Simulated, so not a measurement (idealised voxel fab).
Process module in this document: voxel ribs on slabs
Section shown: cut. Width: 180 nm. Cell size: 5 nm, square.
A cross-section is written here as square cells arranged in a grid, and it is given in bands from the top down, each band taking up one or more rows of cells. What a band's entry tells you: where the top is and where the bottom is, as heights in nm, and after that what lies inside, material by material from left to right, each with its width in nm. Empty space is written as the word "air", and a single material marked with the word "edge to edge" occupies the band from edge to edge. All heights in this document are referenced to 0, defined as the level beneath which the wafer, as received, consists entirely of one material. The lowest band is not bounded below; it extends indefinitely downward and is written in the form "z 0 and below". Width "30 to 40": first value at the band's top row of cells, second value at its bottom row, equal change from row to row. "no modifications" means the step left every cell of the cross-section as it was. In "Closed voids list" the enclosed voids are listed, meaning empty spaces of 8 cells or larger without any opening to the top. The form is width x height at distance, distance from the left edge, units nm. On a step's line, text after the settings is the simulator commenting on that step. overlay nm: on a step with a mask, how far right of its planned place the mask lay; negative means left.
### Planned step list for the process
1 RECEIVE: material Si
2 DIRECTIONAL_DEP: material SiO2, thk nm 30
3 DIRECTIONAL_DEP: material SiN, thk nm 25
4 DIRECTIONAL_DEP: material aC, thk nm 15
5 PATTERN: tone cover, mask id RIB, material resist, width nm 25, thk nm 35, overlay nm 0
6 DIRECTIONAL_ETCH: etch materials aC, depth nm 15
7 STRIP: etch materials resist
8 DIRECTIONAL_ETCH: etch materials SiN, depth nm 5
9 STRIP: etch materials aC
10 PATTERN: tone cover, mask id SLAB, material resist, width nm 65, thk nm 15, overlay nm 0
11 DIRECTIONAL_ETCH: etch materials SiN, depth nm 20
12 STRIP: etch materials resist
13 FILL_DEP: material SiO2, thk nm 25
14 CMP: height nm 75
15 DIRECTIONAL_DEP: material TiN, thk nm 10
16 MASKED_ETCH: tone cover, mask id HEATER, width nm 35, etch materials TiN, depth nm 10, overlay nm 0
17 CONFORMAL_DEP: material SiN, thk nm 10
### as received, after step 1
- z 0 and below = Si edge to edge
- Closed voids list: none
### Cross-section, end of module. Start: as above. Plan: as above. Execution: one mistake
- z 85 to 75 = 70 of air, then 35 of TiN, then 75 of air
- z 75 to 55 = SiO2 edge to edge
- z 55 to 50 = 75 of SiO2, then 25 of SiN, then 80 of SiO2
- z 50 to 30 = 55 of SiO2, then 65 of SiN, then 60 of SiO2
- z 30 to 0 = SiO2 edge to edge
- z 0 and below = Si edge to edge
- Closed voids list: none
what went wrong: skipped: plan step 17 (never run)
